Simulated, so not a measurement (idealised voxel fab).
Name of the process module below: voxel wiring stack
In the cross-section labelled cut, the width is 260 nm and each square cell is 5 nm.
A cross-section is a grid of square cells, given in bands from the top down. A band is one or more rows of cells. For a band, the entry starts with two heights in nm, that of the top and then that of the bottom, and carries on with the band's materials in order from left to right, each alongside its width in nm; the word "throughout" beside a single material means it fills the band edge to edge, and "blank" means empty space. Heights are reckoned from 0. Under this level, the received wafer is all of one material. The bottommost band is open-ended downward, for example "0 and below". Per-row width for "30..40": begins at first number (top row of band), ends at second number (bottom row), increment between rows held constant. "remained unchanged" (step): cross-section cells unchanged, all of them. Voids not open to the top, 8 cells minimum: see "Enclosed internal voids". Written width x height at distance; distance is from the left edge; nm. If you see something after the settings on a step's line, that's the simulator's own remark about that step. You can add "overlay nm" to a step's line. For a step with a mask, it describes how far the mask lay to the right of its planned position, and a negative number describes a lay to the left.
[Planned process steps]
| 1 | op RECEIVE | material Si |
| 2 | op CONFORMAL_DEP | material SiO2 | thk nm 15 |
| 3 | op DIRECTIONAL_DEP | material TiN | thk nm 5 |
| 4 | op DIRECTIONAL_DEP | material W | thk nm 15 |
| 5 | op DIRECTIONAL_DEP | material aC | thk nm 10 |
| 6 | op PATTERN | tone cover | mask id METAL_1 | material resist | width nm 20 | pitch nm 50 | thk nm 25 | overlay nm 0 |
| 7 | op DIRECTIONAL_ETCH | etch materials aC | depth nm 10 |
| 8 | op STRIP | etch materials resist |
| 9 | op DIRECTIONAL_ETCH | etch materials W | depth nm 15 |
| 10 | op DIRECTIONAL_ETCH | etch materials TiN | depth nm 5 |
| 11 | op STRIP | etch materials aC |
| 12 | op FILL_DEP | material SiO2 | thk nm 5 |
| 13 | op CMP | height nm 35 |
| 14 | op CONFORMAL_DEP | material SiCN | thk nm 5 |
| 15 | op DIRECTIONAL_DEP | material SiO2 | thk nm 20 |
| 16 | op PATTERN | tone open | mask id PLUG_1 | material resist | width nm 15 | pitch nm 50 | thk nm 15 | overlay nm 0 |
| 17 | op DIRECTIONAL_ETCH | etch materials SiO2 | depth nm 20 |
| 18 | op DIRECTIONAL_ETCH | etch materials SiCN | depth nm 5 |
| 19 | op STRIP | etch materials resist |
| 20 | op CONFORMAL_DEP | material TiN | thk nm 5 |
| 21 | op FILL_DEP | material Cu | thk nm 10 |
| 22 | op CMP | height nm 60 |
| 23 | op CONFORMAL_DEP | material SiN | thk nm 5 |
| 24 | op DIRECTIONAL_DEP | material lowk | thk nm 25 |
| 25 | op DIRECTIONAL_DEP | material aC | thk nm 15 |
| 26 | op PATTERN | tone open | mask id METAL_2 | material resist | width nm 20 | pitch nm 50 | thk nm 35 | overlay nm 0 |
| 27 | op DIRECTIONAL_ETCH | etch materials aC | depth nm 5 |
| 28 | op STRIP | etch materials resist |
| 29 | op DIRECTIONAL_ETCH | etch materials lowk | depth nm 25 |
| 30 | op DIRECTIONAL_ETCH | etch materials SiN | depth nm 5 |
| 31 | op STRIP | etch materials aC |
| 32 | op CONFORMAL_DEP | material TiN | thk nm 5 |
| 33 | op FILL_DEP | material W | thk nm 10 |
| 34 | op CMP | height nm 90 |
| 35 | op EPI | material Ru | thk nm 5 |
| 36 | op FILL_DEP | material SiCN | thk nm 5 |
| 37 | op DIRECTIONAL_DEP | material lowk | thk nm 35 |
| 38 | op DIRECTIONAL_DEP | material aC | thk nm 15 |
| 39 | op PATTERN | tone open | mask id METAL_3 | material resist | width nm 20 | pitch nm 50 | thk nm 35 | overlay nm 0 |
| 40 | op DIRECTIONAL_ETCH | etch materials aC | depth nm 15 |
| 41 | op STRIP | etch materials resist |
| 42 | op DIRECTIONAL_ETCH | etch materials lowk | depth nm 20 |
| 43 | op STRIP | etch materials aC |
| 44 | op DIRECTIONAL_DEP | material aC | thk nm 10 |
| 45 | op PATTERN | tone open | mask id METAL_3_HOLES | material resist | width nm 15 | pitch nm 50 | thk nm 30 | overlay nm 0 |
| 46 | op DIRECTIONAL_ETCH | etch materials aC | depth nm 10 |
| 47 | op STRIP | etch materials resist |
| 48 | op DIRECTIONAL_ETCH | etch materials lowk | depth nm 15 |
| 49 | op DIRECTIONAL_ETCH | etch materials SiCN | depth nm 5 |
| 50 | op STRIP | etch materials aC |
| 51 | op CONFORMAL_DEP | material TiN | thk nm 5 |
| 52 | op FILL_DEP | material Ru | thk nm 10 |
| 53 | op CMP | height nm 135 |
| 54 | op CONFORMAL_DEP | material SiCN | thk nm 5 |
| 55 | op DIRECTIONAL_DEP | material lowk | thk nm 25 |
| 56 | op PATTERN | tone open | mask id METAL_4 | material resist | width nm 20 | pitch nm 50 | thk nm 20 | overlay nm 0 |
| 57 | op DIRECTIONAL_ETCH | etch materials lowk | depth nm 15 |
| 58 | op STRIP | etch materials resist |
| 59 | op MASKED_ETCH | tone open | mask id METAL_4_HOLES | width nm 15 | pitch nm 50 | etch materials lowk | depth nm 10 | overlay nm 0 |
| 60 | op MASKED_ETCH | tone open | mask id METAL_4_HOLES | width nm 15 | pitch nm 50 | etch materials SiCN | depth nm 5 | overlay nm 0 |
| 61 | op CONFORMAL_DEP | material TiN | thk nm 5 |
| 62 | op FILL_DEP | material Cu | thk nm 10 |
| 63 | op CMP | height nm 165 |
| 64 | op CONFORMAL_DEP | material SiN | thk nm 5 |
Be aware that, although all wafers share a common starting state, the depth nm at step 27 differs among them, and the plan displays the first wafer's value.
[As received, i.e. after step 1: cross-section through the first of several wafers]
  0 and below: Si throughout
  Enclosed internal voids: none
[At the end of the module, after its last step, step 64, the first of several wafers appears in cross-section as follows]
  170 down to 165: SiN throughout
  165 down to 155: 70 lowk  5 TiN  10 Cu  5 TiN  30 lowk  5 TiN  10 Cu  5 TiN  30 lowk  5 TiN  10 Cu  5 TiN  70 lowk
  155 down to 150: 70 lowk  5 TiN  5 Cu  10 TiN  30 lowk  5 TiN  5 Cu  10 TiN  30 lowk  5 TiN  5 Cu  10 TiN  70 lowk
  150 down to 140: 70 lowk  5 TiN  5 Cu  5 TiN  35 lowk  5 TiN  5 Cu  5 TiN  35 lowk  5 TiN  5 Cu  5 TiN  75 lowk
  140 down to 135: 70 SiCN  15 TiN  35 SiCN  15 TiN  35 SiCN  15 TiN  75 SiCN
  135 down to 130: 75 TiN  10 Ru  40 TiN  10 Ru  40 TiN  10 Ru  75 TiN
  130 down to 115: 70 lowk  5 TiN  10 Ru  5 TiN  30 lowk  5 TiN  10 Ru  5 TiN  30 lowk  5 TiN  10 Ru  5 TiN  70 lowk
  115 down to 110: 70 lowk  5 TiN  5 Ru  10 TiN  30 lowk  5 TiN  5 Ru  10 TiN  30 lowk  5 TiN  5 Ru  10 TiN  70 lowk
  110 down to 95: 70 lowk  5 TiN  5 Ru  5 TiN  35 lowk  5 TiN  5 Ru  5 TiN  35 lowk  5 TiN  5 Ru  5 TiN  75 lowk
  95 down to 90: 70 SiCN  15 TiN  35 SiCN  15 TiN  35 SiCN  15 TiN  75 SiCN
  90 down to 65: lowk throughout
  65 down to 60: SiN throughout
  60 down to 40: 70 SiO2  5 TiN  5 Cu  5 TiN  35 SiO2  5 TiN  5 Cu  5 TiN  35 SiO2  5 TiN  5 Cu  5 TiN  75 SiO2
  40 down to 35: 70 SiCN  15 TiN  35 SiCN  15 TiN  35 SiCN  15 TiN  75 SiCN
  35 down to 20: 70 SiO2  20 W  30 SiO2  20 W  30 SiO2  20 W  70 SiO2
  20 down to 15: 70 SiO2  20 TiN  30 SiO2  20 TiN  30 SiO2  20 TiN  70 SiO2
  15 down to 0: SiO2 throughout
  0 and below: Si throughout
  Enclosed internal voids: none
[Module end, final wafer: cross-section]
  170 down to 165: SiN throughout
  165 down to 155: 70 lowk  5 TiN  10 Cu  5 TiN  30 lowk  5 TiN  10 Cu  5 TiN  30 lowk  5 TiN  10 Cu  5 TiN  70 lowk
  155 down to 150: 70 lowk  5 TiN  5 Cu  10 TiN  30 lowk  5 TiN  5 Cu  10 TiN  30 lowk  5 TiN  5 Cu  10 TiN  70 lowk
  150 down to 140: 70 lowk  5 TiN  5 Cu  5 TiN  35 lowk  5 TiN  5 Cu  5 TiN  35 lowk  5 TiN  5 Cu  5 TiN  75 lowk
  140 down to 135: 70 SiCN  15 TiN  35 SiCN  15 TiN  35 SiCN  15 TiN  75 SiCN
  135 down to 120: 70 lowk  5 TiN  10 Ru  5 TiN  30 lowk  5 TiN  10 Ru  5 TiN  30 lowk  5 TiN  10 Ru  5 TiN  70 lowk
  120 down to 115: 70 lowk  5 TiN  5 Ru  10 TiN  30 lowk  5 TiN  5 Ru  10 TiN  30 lowk  5 TiN  5 Ru  10 TiN  70 lowk
  115 down to 100: 70 lowk  5 TiN  5 Ru  5 TiN  35 lowk  5 TiN  5 Ru  5 TiN  35 lowk  5 TiN  5 Ru  5 TiN  75 lowk
  100 down to 95: 70 SiCN  15 TiN  35 SiCN  15 TiN  35 SiCN  15 TiN  75 SiCN
  95 down to 90: 65 SiCN  30 Ru  20 SiCN  30 Ru  20 SiCN  30 Ru  65 SiCN
  90 down to 65: 70 lowk  5 TiN  10 W  5 TiN  30 lowk  5 TiN  10 W  5 TiN  30 lowk  5 TiN  10 W  5 TiN  70 lowk
  65 down to 60: 70 SiN  20 TiN  30 SiN  20 TiN  30 SiN  20 TiN  70 SiN
  60 down to 40: 70 SiO2  5 TiN  5 Cu  5 TiN  35 SiO2  5 TiN  5 Cu  5 TiN  35 SiO2  5 TiN  5 Cu  5 TiN  75 SiO2
  40 down to 35: 70 SiCN  15 TiN  35 SiCN  15 TiN  35 SiCN  15 TiN  75 SiCN
  35 down to 20: 70 SiO2  20 W  30 SiO2  20 W  30 SiO2  20 W  70 SiO2
  20 down to 15: 70 SiO2  20 TiN  30 SiO2  20 TiN  30 SiO2  20 TiN  70 SiO2
  15 down to 0: SiO2 throughout
  0 and below: Si throughout
  Enclosed internal voids: none
[Each row below is a wafer at the end of the module, listing for every material the number of cells it has gained (+) or lost (-) since it was received, followed by its closed voids]
depth nm 5 | +33 Cu | +36 Ru | +129 SiCN | +104 SiN | +488 SiO2 | +187 TiN | +36 W | +755 lowk | Enclosed internal voids: none
depth nm 10 | +33 Cu | +36 Ru | +129 SiCN | +104 SiN | +488 SiO2 | +187 TiN | +36 W | +755 lowk | Enclosed internal voids: none
depth nm 15 | +33 Cu | +48 Ru | +163 SiCN | +92 SiN | +488 SiO2 | +183 TiN | +66 W | +695 lowk | Enclosed internal voids: none
depth nm 20 | +33 Cu | +48 Ru | +163 SiCN | +92 SiN | +488 SiO2 | +183 TiN | +66 W | +695 lowk | Enclosed internal voids: none
depth nm 25 | +33 Cu | +48 Ru | +163 SiCN | +92 SiN | +488 SiO2 | +183 TiN | +66 W | +695 lowk | Enclosed internal voids: none
depth nm 30 | +33 Cu | +48 Ru | +163 SiCN | +92 SiN | +488 SiO2 | +183 TiN | +66 W | +695 lowk | Enclosed internal voids: none
